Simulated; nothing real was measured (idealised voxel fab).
process module | voxel self aligned contacts
Pictured: cross-section cut, 295 nm wide, on a grid of 5 nm square cells.
The cross-sections in this document take the form of a grid made of square cells. They are written out as bands, in order from top to bottom. Each band consists of one or more rows of cells.
Each band's line starts with the height of the band's top and of its bottom, in nm. Then come its materials from left to right, each with its width in nm. One material with "all across" fills the band from edge to edge. "empty" is empty space.
We count height from 0. Below that, the starting wafer is all one material. The lowest band never ends at the bottom but goes on down; see "from 0 down" for how that is written.
Width: "30 to 40" (first number = top row, second number = bottom row, same change from row to row of cells).
You'll sometimes find "all unchanged" written for a step, and that's the way of saying that nowhere in the cross-section did a cell change during that step.
"Entrapped voids": empty spaces of 8 cells or more with no open way to the top, each given as width x height at distance, distance from the left edge, all in nm.
What comes after the settings on a step's line is commentary from the simulator itself on that step.
overlay nm: mask offset rightward from planned place, masked step; negative means leftward offset.
### Planned process steps
step 1: RECEIVE | material Si
step 2: CONFORMAL_DEP | material SiO2 | thk nm 5
step 3: DIRECTIONAL_DEP | material polySi | thk nm 20
step 4: DIRECTIONAL_DEP | material SiN | thk nm 25
step 5: DIRECTIONAL_DEP | material aC | thk nm 15
step 6: PATTERN | tone cover | mask id GATE | material resist | width nm 25 | pitch nm 65 | thk nm 30 | overlay nm 0
step 7: DIRECTIONAL_ETCH | etch materials aC | depth nm 15
step 8: STRIP | etch materials resist
step 9: DIRECTIONAL_ETCH | etch materials SiN | depth nm 25
step 10: DIRECTIONAL_ETCH | etch materials polySi | depth nm 20
step 11: STRIP | etch materials aC
step 12: CONFORMAL_DEP | material SiN | thk nm 10
step 13: DIRECTIONAL_ETCH | etch materials SiN | depth nm 10
step 14: FILL_DEP | material SiO2 | thk nm 15
step 15: CMP | height nm 60
step 16: DIRECTIONAL_DEP | material aC | thk nm 10
step 17: PATTERN | tone open | mask id CONTACT | material resist | width nm 50 | pitch nm 65 | thk nm 25 | overlay nm 0
step 18: DIRECTIONAL_ETCH | etch materials aC | depth nm 10
step 19: STRIP | etch materials resist
step 20: DIRECTIONAL_ETCH | etch materials SiO2 | depth nm 60
step 21: STRIP | etch materials aC
step 22: CONFORMAL_DEP | material TiN | thk nm 5
step 23: FILL_DEP | material Ru | thk nm 10
step 24: CMP | height nm 60
step 25: CONFORMAL_DEP | material SiN | thk nm 5
### As received (post step 1): cross-section
	from 0 down | Si all across
	Entrapped voids: none
### The first of two wafers, cross-sectioned at the end of the module, with the run proceeding as planned
	from 65 to 60 | SiN all across
	from 60 to 50 | SiO2 (90), then TiN (5 to 20), then Ru (40 to 10), then TiN (5 to 20), then SiO2 (15), then TiN (5 to 20), then Ru (40 to 10), then TiN (5 to 20), then SiO2 (90)
	from 50 to 25 | SiO2 (60), then SiN (45), then TiN (5), then Ru (10), then TiN (5), then SiN (45), then TiN (5), then Ru (10), then TiN (5), then SiN (45), then SiO2 (60)
	from 25 to 5 | SiO2 (60), then SiN (10), then polySi (25), then SiN (10), then TiN (5), then Ru (10), then TiN (5), then SiN (10), then polySi (25), then SiN (10), then TiN (5), then Ru (10), then TiN (5), then SiN (10), then polySi (25), then SiN (10), then SiO2 (60)
	from 5 to 0 | SiO2 (105), then TiN (20), then SiO2 (45), then TiN (20), then SiO2 (105)
	from 0 down | Si all across
	Entrapped voids: none
### So this is wafer number two of the two, cut at the end of the module - it started where the first did and had the same plan, we just got one thing wrong running it
	from 65 to 60 | SiN all across
	from 60 to 50 | SiO2 (95), then TiN (5 to 15), then Ru (40 to 10), then TiN (5 to 25), then SiO2 (15), then TiN (5 to 15), then Ru (40 to 10), then TiN (5 to 25), then SiO2 (85)
	from 50 to 25 | SiO2 (60), then SiN (45), then TiN (5), then Ru (10), then TiN (5), then SiN (45), then TiN (5), then Ru (10), then TiN (5), then SiN (45), then SiO2 (60)
	from 25 to 5 | SiO2 (60), then SiN (10), then polySi (25), then SiN (10), then TiN (5), then Ru (10), then TiN (5), then SiN (10), then polySi (25), then SiN (10), then TiN (5), then Ru (10), then TiN (5), then SiN (10), then polySi (25), then SiN (10), then SiO2 (60)
	from 5 to 0 | SiO2 (105), then TiN (20), then SiO2 (45), then TiN (20), then SiO2 (105)
	from 0 down | Si all across
	Entrapped voids: none
Against the plan, the run slipped here: step 17: run off-plan, actual operation and settings PATTERN | tone open | mask id CONTACT | material resist | width nm 50 | pitch nm 65 | thk nm 25 | overlay nm 5
If you tally the cells, the second wafer ends up with the same amount of every material as the first; it's all just sitting in different places.
